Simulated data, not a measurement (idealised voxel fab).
Proc. module: voxel local oxidation
The figure presents cross-section cut, which has a width of 230 nm and is divided into square cells with an edge length of 5 nm.
Square cells in a grid make up a cross-section in this document, and the grid is given as bands, listed from the top down, each one or more rows of cells. The band entry comprises the height of the band's top followed by the height of its bottom, expressed in nm, and subsequently the band's materials from left to right, each stated together with its width in nm. Where a single material is marked with the word "edge to edge", that material fills the band from edge to edge. The word "blank" represents empty space. All heights in this document are referenced to 0, defined as the level beneath which the wafer, as received, consists entirely of one material. The lowest band is not bounded below; it extends indefinitely downward and is written in the form "0 nm and below". Width spec "30 to 40" -> top row of cells at first value, bottom row at second value, equal per-row change in between. What does "all unchanged" mean for a step? It means no cell of the cross-section changed in that step. Tabulated closed voids: empty space of 8 cells or more with no open way to the top, each as width x height at its distance from the left edge, in nm. Step line, after settings: the simulator's comment on this step. A step line may carry the setting "overlay nm", which, for steps involving a mask, states the distance by which the mask lay to the right of its intended position; negative values denote displacement to the left.

Process steps foreseen in the plan:
1) RECEIVE with material Si
2) CONFORMAL_DEP with material SiO2, thk nm 5
3) CONFORMAL_DEP with material SiN, thk nm 15
4) DIRECTIONAL_DEP with material aC, thk nm 15
5) PATTERN with tone cover, mask id ACTIVE, material resist, width nm 120, thk nm 30, overlay nm -15
6) DIRECTIONAL_ETCH with etch materials aC, depth nm 15
7) STRIP with etch materials resist
8) DIRECTIONAL_ETCH with etch materials SiN, depth nm 15
9) STRIP with etch materials aC
10) SELECTIVE_ETCH with etch materials SiO2, depth nm 5
11) OXIDIZE with depth nm 15
12) STRIP with etch materials SiN
For this document, wafers share an identical start and vary in the step 5 overlay nm; the plan quotes the first wafer's value.

Received condition of the first of several wafers, sectioned: post-step 1:
0 nm and below = Si edge to edge
Tabulated closed voids: none

Below, a row for every wafer. Read it as the end-of-module picture: for each material the wafer shows its cells gained (+) or lost (-) since it was received, and then its closed voids:
overlay nm -15; -90 Si; +112 SiO2; Tabulated closed voids: none
overlay nm -10; -90 Si; +112 SiO2; Tabulated closed voids: none
overlay nm -5; -90 Si; +112 SiO2; Tabulated closed voids: none
overlay nm 0; -90 Si; +112 SiO2; Tabulated closed voids: none
overlay nm 5; -90 Si; +112 SiO2; Tabulated closed voids: none
overlay nm 10; -90 Si; +112 SiO2; Tabulated closed voids: none
overlay nm 15; -90 Si; +112 SiO2; Tabulated closed voids: none
